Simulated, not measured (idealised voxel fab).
Process module in this document: voxel transistor to metal
Cross-section cut: width 275 nm, square cells of 5 nm.
Square cells in a grid make up a cross-section in this document, and the grid is given as bands, listed from the top down, each one or more rows of cells.
For a band, the entry starts with two heights in nm, that of the top and then that of the bottom, and carries on with the band's materials in order from left to right, each alongside its width in nm; the word "all across" beside a single material means it fills the band edge to edge, and "empty" means empty space.
Where do heights start? At 0: under that level the wafer as delivered is made of one material only. And the lowest band has no floor; it just carries on downward, as in "0 nm and below".
Note: "30..40" means the width goes from the first number (top row of the band) to the second number (bottom row) in equal steps per row of cells.
You'll sometimes find "everything unchanged" written for a step, and that's the way of saying that nowhere in the cross-section did a cell change during that step.
"Encapsulated voids": sealed empty spaces, 8 cells or more, no open way to top, listed width x height at distance, with distance from the left edge and width, height and distance in nm.
On each step's line, the part that comes after the settings is the simulator's own comment on the step.
On any step carrying a mask, the "overlay nm" setting, if present on the step's line, tells how far right of its planned place the mask lay; negative values point to the left.

**List of planned process steps**
1,RECEIVE | material Si
2,CONFORMAL_DEP | material SiO2 | thk nm 5
3,CONFORMAL_DEP | material SiN | thk nm 10
4,PATTERN | tone cover | mask id ACTIVE | material resist | width nm 105 | pitch nm 125 | thk nm 20 | overlay nm 0
5,DIRECTIONAL_ETCH | etch materials SiN | depth nm 10
6,DIRECTIONAL_ETCH | etch materials SiO2 | depth nm 5
7,DIRECTIONAL_ETCH | etch materials Si | depth nm 30
8,STRIP | etch materials resist
9,FILL_DEP | material SiO2 | thk nm 15
10,CMP | height nm 15
11,SELECTIVE_ETCH | etch materials SiO2 | depth nm 5
12,STRIP | etch materials SiN
13,SELECTIVE_ETCH | etch materials SiO2 | depth nm 5
14,OXIDIZE | depth nm 5
15,DIRECTIONAL_DEP | material polySi | thk nm 20
16,DIRECTIONAL_DEP | material SiCN | thk nm 10
17,PATTERN | tone cover | mask id GATE | material resist | width nm 25 | pitch nm 125 | thk nm 20 | overlay nm 0
18,DIRECTIONAL_ETCH | etch materials SiCN | depth nm 20
19,DIRECTIONAL_ETCH | etch materials polySi | depth nm 30
20,STRIP | etch materials resist
21,CONFORMAL_DEP | material SiN | thk nm 10
22,DIRECTIONAL_ETCH | etch materials SiN | depth nm 10
23,DIRECTIONAL_ETCH | etch materials SiO2 | depth nm 5
24,DIRECTIONAL_ETCH | etch materials Si | depth nm 10
25,EPI | material SiGe | thk nm 15
26,FILL_DEP | material SiO2 | thk nm 5
27,CMP | height nm 30
28,DIRECTIONAL_DEP | material SiO2 | thk nm 15
29,DIRECTIONAL_DEP | material aC | thk nm 10
30,PATTERN | tone open | mask id CONTACT | material resist | width nm 30 | thk nm 25 | overlay nm 0
31,DIRECTIONAL_ETCH | etch materials aC | depth nm 10
32,STRIP | etch materials resist
33,DIRECTIONAL_ETCH | etch materials SiO2 | depth nm 35
34,STRIP | etch materials aC
35,CONFORMAL_DEP | material TiN | thk nm 5
36,FILL_DEP | material W | thk nm 5
37,CMP | height nm 45
38,CONFORMAL_DEP | material SiCN | thk nm 5
39,DIRECTIONAL_DEP | material lowk | thk nm 15
40,MASKED_ETCH | tone open | mask id METAL_1 | width nm 20 | etch materials lowk | depth nm 15 | overlay nm 0
41,MASKED_ETCH | tone open | mask id METAL_1 | width nm 20 | etch materials SiCN | depth nm 5 | overlay nm 0
42,CONFORMAL_DEP | material TiN | thk nm 5
43,FILL_DEP | material Ru | thk nm 5
44,CMP | height nm 65
45,CONFORMAL_DEP | material SiN | thk nm 5

**Incoming wafer, cross-sectional view, post step 1**
* 0 nm and below | Si all across
* Encapsulated voids: none

**Wafer cross-section at end of module: start and plan as shown above, one execution error**
* 70 nm to 65 nm | SiN all across
* 65 nm to 50 nm | 25 nm lowk / 5 nm TiN / 10 nm Ru / 5 nm TiN / 55 nm lowk / 5 nm TiN / 10 nm Ru / 5 nm TiN / 30 nm lowk / 5 nm TiN / 10 nm Ru / 5 nm TiN / 55 nm lowk / 5 nm TiN / 10 nm Ru / 5 nm TiN / 30 nm lowk
* 50 nm to 45 nm | 25 nm SiCN / 20 nm TiN / 55 nm SiCN / 20 nm TiN / 30 nm SiCN / 20 nm TiN / 55 nm SiCN / 20 nm TiN / 30 nm SiCN
* 45 nm to 35 nm | 25 nm SiO2 / 5 nm TiN / 20 nm W / 5 nm TiN / 35 nm SiO2 / 5 nm TiN / 20 nm W / 5 nm TiN / 30 nm SiO2 / 5 nm TiN / 20 nm W / 5 nm TiN / 35 nm SiO2 / 5 nm TiN / 20 nm W / 5 nm TiN / 30 nm SiO2
* 35 nm to 30 nm | 25 nm SiO2 / 5 nm TiN / 15 nm W / 10 nm TiN / 35 nm SiO2 / 10 nm TiN / 15 nm W / 5 nm TiN / 30 nm SiO2 / 5 nm TiN / 15 nm W / 10 nm TiN / 35 nm SiO2 / 10 nm TiN / 15 nm W / 5 nm TiN / 30 nm SiO2
* 30 nm to 25 nm | 25 nm SiO2 / 25 nm TiN / 10 nm SiN / 25 nm SiCN / 10 nm SiN / 25 nm TiN / 30 nm SiO2 / 25 nm TiN / 10 nm SiN / 25 nm SiCN / 10 nm SiN / 25 nm TiN / 30 nm SiO2
* 25 nm to 20 nm | 50 nm SiO2 / 10 nm SiN / 25 nm SiCN / 10 nm SiN / 80 nm SiO2 / 10 nm SiN / 25 nm SiCN / 10 nm SiN / 55 nm SiO2
* 20 nm to 10 nm | 50 nm SiO2 / 10 nm SiN / 25 nm polySi / 10 nm SiN / 80 nm SiO2 / 10 nm SiN / 25 nm polySi / 10 nm SiN / 55 nm SiO2
* 10 nm to 5 nm | 20 nm SiO2 / 30 nm SiGe / 10 nm SiN / 25 nm polySi / 10 nm SiN / 30 nm SiGe / 20 nm SiO2 / 30 nm SiGe / 10 nm SiN / 25 nm polySi / 10 nm SiN / 30 nm SiGe / 25 nm SiO2
* 5 nm to 0 nm | 15 nm SiO2 / 10 nm SiN / 25 nm SiGe / 10 nm SiN / 25 nm polySi / 10 nm SiN / 25 nm SiGe / 10 nm SiN / 10 nm SiO2 / 10 nm SiN / 25 nm SiGe / 10 nm SiN / 25 nm polySi / 10 nm SiN / 25 nm SiGe / 10 nm SiN / 20 nm SiO2
* 0 nm to -5 nm | 25 nm SiO2 / 25 nm SiGe / 45 nm SiO2 / 25 nm SiGe / 30 nm SiO2 / 25 nm SiGe / 45 nm SiO2 / 25 nm SiGe / 30 nm SiO2
* -5 nm to -15 nm | 20 nm SiO2 / 5 nm Si / 25 nm SiGe / 45 nm Si / 25 nm SiGe / 5 nm Si / 20 nm SiO2 / 5 nm Si / 25 nm SiGe / 45 nm Si / 25 nm SiGe / 5 nm Si / 25 nm SiO2
* -15 nm to -30 nm | 20 nm SiO2 / 105 nm Si / 20 nm SiO2 / 105 nm Si / 25 nm SiO2
* -30 nm and below | Si all across
* Encapsulated voids: none
Against the plan, the run slipped here: step 28 of the plan was executed twice over
